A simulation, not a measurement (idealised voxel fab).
process module | voxel capacitor over wiring
cross-section cut | 195 nm wide | cells 5 nm
A cross-section is a grid of square cells, given in bands from the top down. A band is one or more rows of cells.
Each band's line starts with the height of the band's top and of its bottom, in nm. Then come its materials from left to right, each with its width in nm. One material with "throughout" fills the band from edge to edge. "air" is empty space.
Height 0 is the level under which the wafer as received is all one material. The lowest band goes on downwards, as in "0 down".
A width such as "30 to 40" changes by the same amount from each row of cells to the next, from the band's top row to its bottom row.
"no change" after a step means that no cell of the cross-section changed.
closed voids: empty space of 8 cells or more with no open way to the top, each as width x height at its distance from the left edge, in nm
after a step's settings: what the simulator itself notes on the step
overlay nm, on a step with a mask: how far to the right of its planned place the mask lay; to the left if negative
plan
1 op RECEIVE | material Si
2 op CONFORMAL_DEP | material SiO2 | thk nm 10
3 op CONFORMAL_DEP | material SiCN | thk nm 5
4 op DIRECTIONAL_DEP | material lowk | thk nm 15
5 op PATTERN | tone open | mask id METAL_1 | material resist | width nm 25 | pitch nm 80 | thk nm 15 | overlay nm 0
6 op DIRECTIONAL_ETCH | etch materials lowk | depth nm 15
7 op DIRECTIONAL_ETCH | etch materials SiCN | depth nm 5
8 op STRIP | etch materials resist
9 op CONFORMAL_DEP | material TiN | thk nm 5
10 op FILL_DEP | material Cu | thk nm 10
11 op CMP | height nm 30
12 op EPI | material Ru | thk nm 5
13 op FILL_DEP | material SiCN | thk nm 5
14 op DIRECTIONAL_DEP | material lowk | thk nm 10
15 op MASKED_ETCH | tone open | mask id PLUG_1 | width nm 15 | etch materials lowk | depth nm 10 | overlay nm 0
16 op MASKED_ETCH | tone open | mask id PLUG_1 | width nm 15 | etch materials SiCN | depth nm 5 | overlay nm 0
17 op EPI | material Ru | thk nm 10
18 op EPI | material Ru | thk nm 5
19 op DIRECTIONAL_DEP | material TiN | thk nm 10
20 op DIRECTIONAL_DEP | material SiN | thk nm 5
21 op DIRECTIONAL_DEP | material TiN | thk nm 10
22 op DIRECTIONAL_DEP | material aC | thk nm 10
23 op PATTERN | tone cover | mask id UPPER_PLATE | material resist | width nm 60 | thk nm 30 | overlay nm 0
24 op DIRECTIONAL_ETCH | etch materials aC | depth nm 10
25 op STRIP | etch materials resist
26 op DIRECTIONAL_ETCH | etch materials TiN | depth nm 10
27 op DIRECTIONAL_ETCH | etch materials SiN | depth nm 5
28 op STRIP | etch materials aC
29 op MASKED_ETCH | tone cover | mask id LOWER_PLATE | width nm 70 | etch materials TiN | depth nm 10 | overlay nm 0
30 op FILL_DEP | material SiO2 | thk nm 15
31 op CMP | height nm 85
32 op PATTERN | tone open | mask id PLUG_2 | material resist | width nm 15 | thk nm 20 | overlay nm 0
33 op DIRECTIONAL_ETCH | etch materials SiO2 | depth nm 10
34 op STRIP | etch materials resist
35 op CONFORMAL_DEP | material TiN | thk nm 5
36 op FILL_DEP | material Cu | thk nm 5
37 op CMP | height nm 85
38 op CONFORMAL_DEP | material SiCN | thk nm 5
first wafer, as planned
as received, after step 1
  0 down: Si throughout
  closed voids: none
after step 2
  10 to 0: SiO2 throughout
  below 0: unchanged
after step 3
  15 to 10: SiCN throughout
  below 10: unchanged
after step 4
  30 to 15: lowk throughout
  below 15: unchanged
after step 5
  45 to 30: resist 45 | air 25 | resist 55 | air 25 | resist 45
  below 30: unchanged
after step 6
  45 to 30: resist 45 | air 25 | resist 55 | air 25 | resist 45
  30 to 15: lowk 45 | air 25 | lowk 55 | air 25 | lowk 45
  below 15: unchanged
after step 7
  45 to 30: resist 45 | air 25 | resist 55 | air 25 | resist 45
  30 to 15: lowk 45 | air 25 | lowk 55 | air 25 | lowk 45
  15 to 10: SiCN 45 | air 25 | SiCN 55 | air 25 | SiCN 45
  below 10: unchanged
after step 8
  30 to 15: lowk 45 | air 25 | lowk 55 | air 25 | lowk 45
  below 15: unchanged
after step 9
  35 to 30: TiN 50 | air 15 | TiN 65 | air 15 | TiN 50
  30 to 15: lowk 45 | TiN 5 | air 15 | TiN 5 | lowk 55 | TiN 5 | air 15 | TiN 5 | lowk 45
  15 to 10: SiCN 45 | TiN 25 | SiCN 55 | TiN 25 | SiCN 45
  below 10: unchanged
after step 10
  45 to 35: Cu throughout
  35 to 30: TiN 50 | Cu 15 | TiN 65 | Cu 15 | TiN 50
  30 to 15: lowk 45 | TiN 5 | Cu 15 | TiN 5 | lowk 55 | TiN 5 | Cu 15 | TiN 5 | lowk 45
  below 15: unchanged
after step 11
  30 to 15: lowk 45 | TiN 5 | Cu 15 | TiN 5 | lowk 55 | TiN 5 | Cu 15 | TiN 5 | lowk 45
  below 15: unchanged
after step 12
  35 to 30: air 40 | Ru 35 | air 45 | Ru 35 | air 40
  below 30: unchanged
after step 13
  40 to 35: SiCN throughout
  35 to 30: SiCN 40 | Ru 35 | SiCN 45 | Ru 35 | SiCN 40
  below 30: unchanged
after step 14
  50 to 40: lowk throughout
  below 40: unchanged
after step 15
  50 to 40: lowk 55 | air 15 | lowk 125
  below 40: unchanged
after step 16
  50 to 40: lowk 55 | air 15 | lowk 125
  40 to 35: SiCN 55 | air 15 | SiCN 125
  below 35: unchanged
after step 17
  50 to 45: lowk 55 | air 15 | lowk 125
  45 to 40: lowk 55 | Ru 15 | lowk 125
  40 to 35: SiCN 55 | Ru 15 | SiCN 125
  below 35: unchanged
after step 18
  50 to 40: lowk 55 | Ru 15 | lowk 125
  below 40: unchanged
after step 19
  60 to 50: TiN throughout
  below 50: unchanged
after step 20
  65 to 60: SiN throughout
  below 60: unchanged
after step 21
  75 to 65: TiN throughout
  below 65: unchanged
after step 22
  85 to 75: aC throughout
  below 75: unchanged
after step 23
  115 to 85: air 55 | resist 60 | air 80
  below 85: unchanged
after step 24
  105 to 85: air 55 | resist 60 | air 80
  85 to 75: air 55 | aC 60 | air 80
  below 75: unchanged
after step 25
  85 to 75: air 55 | aC 60 | air 80
  below 75: unchanged
after step 26
  85 to 75: air 55 | aC 60 | air 80
  75 to 65: air 55 | TiN 60 | air 80
  below 65: unchanged
after step 27
  85 to 75: air 55 | aC 60 | air 80
  75 to 65: air 55 | TiN 60 | air 80
  65 to 60: air 55 | SiN 60 | air 80
  below 60: unchanged
after step 28
  75 to 65: air 55 | TiN 60 | air 80
  below 65: unchanged
after step 29
  75 to 65: air 55 | TiN 60 | air 80
  65 to 60: air 55 | SiN 60 | air 80
  60 to 50: air 50 | TiN 70 | air 75
  below 50: unchanged
after step 30
  90 to 75: SiO2 throughout
  75 to 65: SiO2 55 | TiN 60 | SiO2 80
  65 to 60: SiO2 55 | SiN 60 | SiO2 80
  60 to 50: SiO2 50 | TiN 70 | SiO2 75
  below 50: unchanged
after step 31
  85 to 75: SiO2 throughout
  below 75: unchanged
after step 32
  105 to 85: resist 65 | air 15 | resist 115
  below 85: unchanged
after step 33
  105 to 85: resist 65 | air 15 | resist 115
  85 to 75: SiO2 65 | air 15 | SiO2 115
  below 75: unchanged
after step 34
  85 to 75: SiO2 65 | air 15 | SiO2 115
  below 75: unchanged
after step 35
  90 to 85: TiN 70 | air 5 | TiN 120
  85 to 80: SiO2 65 | TiN 5 | air 5 | TiN 5 | SiO2 115
  80 to 75: SiO2 65 | TiN 15 | SiO2 115
  below 75: unchanged
after step 36
  95 to 90: Cu throughout
  90 to 85: TiN 70 | Cu 5 | TiN 120
  85 to 80: SiO2 65 | TiN 5 | Cu 5 | TiN 5 | SiO2 115
  below 80: unchanged
after step 37
  85 to 80: SiO2 65 | TiN 5 | Cu 5 | TiN 5 | SiO2 115
  below 80: unchanged
after step 38
  90 to 85: SiCN throughout
  below 85: unchanged
second wafer: like start, like plan, one mistake. Through step 19 it matches the first wafer
when step 20 should have ended
  70 to 50: TiN throughout
  below 50: unchanged
when step 21 should have ended
  75 to 70: SiN throughout
  below 70: unchanged
when step 22 should have ended
  85 to 75: aC throughout
  below 75: unchanged
when step 23 should have ended
  115 to 85: air 55 | resist 60 | air 80
  below 85: unchanged
when step 24 should have ended
  105 to 85: air 55 | resist 60 | air 80
  85 to 75: air 55 | aC 60 | air 80
  below 75: unchanged
when step 25 should have ended
  85 to 75: air 55 | aC 60 | air 80
  below 75: unchanged
when step 26 should have ended: no change
when step 27 should have ended
  85 to 75: air 55 | aC 60 | air 80
  75 to 70: air 55 | SiN 60 | air 80
  below 70: unchanged
when step 28 should have ended
  75 to 70: air 55 | SiN 60 | air 80
  below 70: unchanged
when step 29 should have ended
  75 to 70: air 55 | SiN 60 | air 80
  70 to 60: air 50 | TiN 70 | air 75
  below 60: unchanged
when step 30 should have ended
  90 to 75: SiO2 throughout
  75 to 70: SiO2 55 | SiN 60 | SiO2 80
  70 to 60: SiO2 50 | TiN 70 | SiO2 75
  below 60: unchanged
when step 31 should have ended
  85 to 75: SiO2 throughout
  below 75: unchanged
when step 32 should have ended
  105 to 85: resist 65 | air 15 | resist 115
  below 85: unchanged
when step 33 should have ended
  105 to 85: resist 65 | air 15 | resist 115
  85 to 75: SiO2 65 | air 15 | SiO2 115
  below 75: unchanged
when step 34 should have ended
  85 to 75: SiO2 65 | air 15 | SiO2 115
  below 75: unchanged
when step 35 should have ended
  90 to 85: TiN 70 | air 5 | TiN 120
  85 to 80: SiO2 65 | TiN 5 | air 5 | TiN 5 | SiO2 115
  80 to 75: SiO2 65 | TiN 15 | SiO2 115
  below 75: unchanged
when step 36 should have ended
  95 to 90: Cu throughout
  90 to 85: TiN 70 | Cu 5 | TiN 120
  85 to 80: SiO2 65 | TiN 5 | Cu 5 | TiN 5 | SiO2 115
  below 80: unchanged
when step 37 should have ended
  85 to 80: SiO2 65 | TiN 5 | Cu 5 | TiN 5 | SiO2 115
  below 80: unchanged
when step 38 should have ended
  90 to 85: SiCN throughout
  below 85: unchanged
what went wrong: steps 20 and 21 were swapped
at the end the second wafer has, in cells: 54 fewer of SiO2 | 54 more of TiN
